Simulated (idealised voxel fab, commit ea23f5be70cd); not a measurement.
The document below concerns the process module designated voxel trench capacitor.
The width of the displayed cross-section, cut, is 300 nm; its cells are square, with a size of 5 nm.
Throughout this document, each cross-section is represented as a grid of square cells and is presented as a sequence of bands enumerated from the top downward, where a band comprises one or more rows of cells. Top, bottom (nm), then materials left to right with widths (nm); lone material tagged "edge to edge" fills the whole band edge to edge; "empty" = empty space. Heights are measured from 0, the level below which the as-received wafer is all one material; the lowest band has no bottom and continues downward, written as in "z 0 and below". With a width like "30 to 40", each row of cells in the band differs from the next by the same amount, the top row carrying the first number and the bottom row the second. "no change occurred" -> step changed no cross-section cell. "Completely sealed voids" means: voids of 8 cells or more that are shut off from the top with no open way through. Written width x height at distance, distance from the left edge, in nm. If you see something after the settings on a step's line, that's the simulator's own remark about that step. For masked steps, "overlay nm" on the step line gives how far right of plan the mask actually lay; a minus sign means it lay to the left.

**So here's the lineup of process steps we planned**
1. RECEIVE (material Si)
2. CONFORMAL_DEP (material SiN; thk nm 5)
3. DIRECTIONAL_DEP (material aC; thk nm 10)
4. PATTERN (tone open; mask id TRENCH; material resist; width nm 15; pitch nm 35; thk nm 25; overlay nm 0)
5. DIRECTIONAL_ETCH (etch materials aC; depth nm 10)
6. STRIP (etch materials resist)
7. DIRECTIONAL_ETCH (etch materials SiN; depth nm 5)
8. DIRECTIONAL_ETCH (etch materials Si; depth nm 40)
9. STRIP (etch materials aC)
10. CONFORMAL_DEP (material SiO2; thk nm 5)
11. FILL_DEP (material polySi; thk nm 5)
12. CMP (height nm 5)

**The following pertains to the first of two wafers, which was processed as planned**

**As-received wafer cross-section (after step 1)**
    z 0 and below = Si edge to edge
    Completely sealed voids: none

**after step 2**
    z 5 to 0 = SiN edge to edge
    Whatever lies below 0 is exactly as it was before.

**after step 3**
    z 15 to 5 = aC edge to edge
    Whatever lies below 5 is exactly as it was before.

**after step 4**
    z 40 to 15 = resist 90, empty 15, resist 20, empty 15, resist 20, empty 15, resist 20, empty 15, resist 90
    Whatever lies below 15 is exactly as it was before.

**after step 5**
    z 30 to 15 = resist 90, empty 15, resist 20, empty 15, resist 20, empty 15, resist 20, empty 15, resist 90
    z 15 to 5 = aC 90, empty 15, aC 20, empty 15, aC 20, empty 15, aC 20, empty 15, aC 90
    Whatever lies below 5 is exactly as it was before.

**after step 6**
    z 15 to 5 = aC 90, empty 15, aC 20, empty 15, aC 20, empty 15, aC 20, empty 15, aC 90
    Whatever lies below 5 is exactly as it was before.

**after step 7**
    z 15 to 5 = aC 90, empty 15, aC 20, empty 15, aC 20, empty 15, aC 20, empty 15, aC 90
    z 5 to 0 = SiN 90, empty 15, SiN 20, empty 15, SiN 20, empty 15, SiN 20, empty 15, SiN 90
    Whatever lies below 0 is exactly as it was before.

**after step 8**
    z 15 to 5 = aC 90, empty 15, aC 20, empty 15, aC 20, empty 15, aC 20, empty 15, aC 90
    z 5 to 0 = SiN 90, empty 15, SiN 20, empty 15, SiN 20, empty 15, SiN 20, empty 15, SiN 90
    z 0 to -40 = Si 90, empty 15, Si 20, empty 15, Si 20, empty 15, Si 20, empty 15, Si 90
    Whatever lies below -40 is exactly as it was before.

**after step 9**
    z 5 to 0 = SiN 90, empty 15, SiN 20, empty 15, SiN 20, empty 15, SiN 20, empty 15, SiN 90
    Whatever lies below 0 is exactly as it was before.

**after step 10**
    z 10 to 5 = SiO2 95, empty 5, SiO2 30, empty 5, SiO2 30, empty 5, SiO2 30, empty 5, SiO2 95
    z 5 to 0 = SiN 90, SiO2 5, empty 5, SiO2 5, SiN 20, SiO2 5, empty 5, SiO2 5, SiN 20, SiO2 5, empty 5, SiO2 5, SiN 20, SiO2 5, empty 5, SiO2 5, SiN 90
    z 0 to -35 = Si 90, SiO2 5, empty 5, SiO2 5, Si 20, SiO2 5, empty 5, SiO2 5, Si 20, SiO2 5, empty 5, SiO2 5, Si 20, SiO2 5, empty 5, SiO2 5, Si 90
    z -35 to -40 = Si 90, SiO2 15, Si 20, SiO2 15, Si 20, SiO2 15, Si 20, SiO2 15, Si 90
    Whatever lies below -40 is exactly as it was before.

**after step 11**
    z 15 to 10 = polySi edge to edge
    z 10 to 5 = SiO2 95, polySi 5, SiO2 30, polySi 5, SiO2 30, polySi 5, SiO2 30, polySi 5, SiO2 95
    z 5 to 0 = SiN 90, SiO2 5, polySi 5, SiO2 5, SiN 20, SiO2 5, polySi 5, SiO2 5, SiN 20, SiO2 5, polySi 5, SiO2 5, SiN 20, SiO2 5, polySi 5, SiO2 5, SiN 90
    z 0 to -35 = Si 90, SiO2 5, polySi 5, SiO2 5, Si 20, SiO2 5, polySi 5, SiO2 5, Si 20, SiO2 5, polySi 5, SiO2 5, Si 20, SiO2 5, polySi 5, SiO2 5, Si 90
    Whatever lies below -35 is exactly as it was before.

**after step 12**
    z 5 to 0 = SiN 90, SiO2 5, polySi 5, SiO2 5, SiN 20, SiO2 5, polySi 5, SiO2 5, SiN 20, SiO2 5, polySi 5, SiO2 5, SiN 20, SiO2 5, polySi 5, SiO2 5, SiN 90
    Whatever lies below 0 is exactly as it was before.

**The second wafer: identical to the first at the outset and in its planned sequence, differing only in that one mistake was made during processing; up to and including step 3, its path is the first wafer's path**

**when step 4 should have ended**
    z 40 to 15 = empty 90, resist 15, empty 20, resist 15, empty 20, resist 15, empty 20, resist 15, empty 90
    Whatever lies below 15 is exactly as it was before.

**when step 5 should have ended**
    z 30 to 15 = empty 90, resist 15, empty 20, resist 15, empty 20, resist 15, empty 20, resist 15, empty 90
    z 15 to 5 = empty 90, aC 15, empty 20, aC 15, empty 20, aC 15, empty 20, aC 15, empty 90
    Whatever lies below 5 is exactly as it was before.

**when step 6 should have ended**
    z 15 to 5 = empty 90, aC 15, empty 20, aC 15, empty 20, aC 15, empty 20, aC 15, empty 90
    Whatever lies below 5 is exactly as it was before.

**when step 7 should have ended**
    z 15 to 5 = empty 90, aC 15, empty 20, aC 15, empty 20, aC 15, empty 20, aC 15, empty 90
    z 5 to 0 = empty 90, SiN 15, empty 20, SiN 15, empty 20, SiN 15, empty 20, SiN 15, empty 90
    Whatever lies below 0 is exactly as it was before.

**when step 8 should have ended**
    z 15 to 5 = empty 90, aC 15, empty 20, aC 15, empty 20, aC 15, empty 20, aC 15, empty 90
    z 5 to 0 = empty 90, SiN 15, empty 20, SiN 15, empty 20, SiN 15, empty 20, SiN 15, empty 90
    z 0 to -40 = empty 90, Si 15, empty 20, Si 15, empty 20, Si 15, empty 20, Si 15, empty 90
    Whatever lies below -40 is exactly as it was before.

**when step 9 should have ended**
    z 5 to 0 = empty 90, SiN 15, empty 20, SiN 15, empty 20, SiN 15, empty 20, SiN 15, empty 90
    Whatever lies below 0 is exactly as it was before.

**when step 10 should have ended**
    z 10 to 5 = empty 85, SiO2 25, empty 10, SiO2 25, empty 10, SiO2 25, empty 10, SiO2 25, empty 85
    z 5 to 0 = empty 85, SiO2 5, SiN 15, SiO2 5, empty 10, SiO2 5, SiN 15, SiO2 5, empty 10, SiO2 5, SiN 15, SiO2 5, empty 10, SiO2 5, SiN 15, SiO2 5, empty 85
    z 0 to -35 = empty 85, SiO2 5, Si 15, SiO2 5, empty 10, SiO2 5, Si 15, SiO2 5, empty 10, SiO2 5, Si 15, SiO2 5, empty 10, SiO2 5, Si 15, SiO2 5, empty 85
    z -35 to -40 = SiO2 90, Si 15, SiO2 20, Si 15, SiO2 20, Si 15, SiO2 20, Si 15, SiO2 90
    Whatever lies below -40 is exactly as it was before.

**when step 11 should have ended**
    z 15 to 10 = polySi edge to edge
    z 10 to 5 = polySi 85, SiO2 25, polySi 10, SiO2 25, polySi 10, SiO2 25, polySi 10, SiO2 25, polySi 85
    z 5 to 0 = polySi 85, SiO2 5, SiN 15, SiO2 5, polySi 10, SiO2 5, SiN 15, SiO2 5, polySi 10, SiO2 5, SiN 15, SiO2 5, polySi 10, SiO2 5, SiN 15, SiO2 5, polySi 85
    z 0 to -35 = polySi 85, SiO2 5, Si 15, SiO2 5, polySi 10, SiO2 5, Si 15, SiO2 5, polySi 10, SiO2 5, Si 15, SiO2 5, polySi 10, SiO2 5, Si 15, SiO2 5, polySi 85
    Whatever lies below -35 is exactly as it was before.

**when step 12 should have ended**
    z 5 to 0 = polySi 85, SiO2 5, SiN 15, SiO2 5, polySi 10, SiO2 5, SiN 15, SiO2 5, polySi 10, SiO2 5, SiN 15, SiO2 5, polySi 10, SiO2 5, SiN 15, SiO2 5, polySi 85
    Whatever lies below 0 is exactly as it was before.
It is concluded that the wafer was processed incorrectly with respect to the plan, in that step 4 was processed under conditions differing from the plan, specifically as PATTERN (tone cover; mask id TRENCH; material resist; width nm 15; pitch nm 35; thk nm 25; overlay nm 0)
Upon completion, the second wafer contains, in terms of cells, a greater or smaller amount of certain materials than the first wafer: Si -288, SiN -36, SiO2 +36, polySi +288
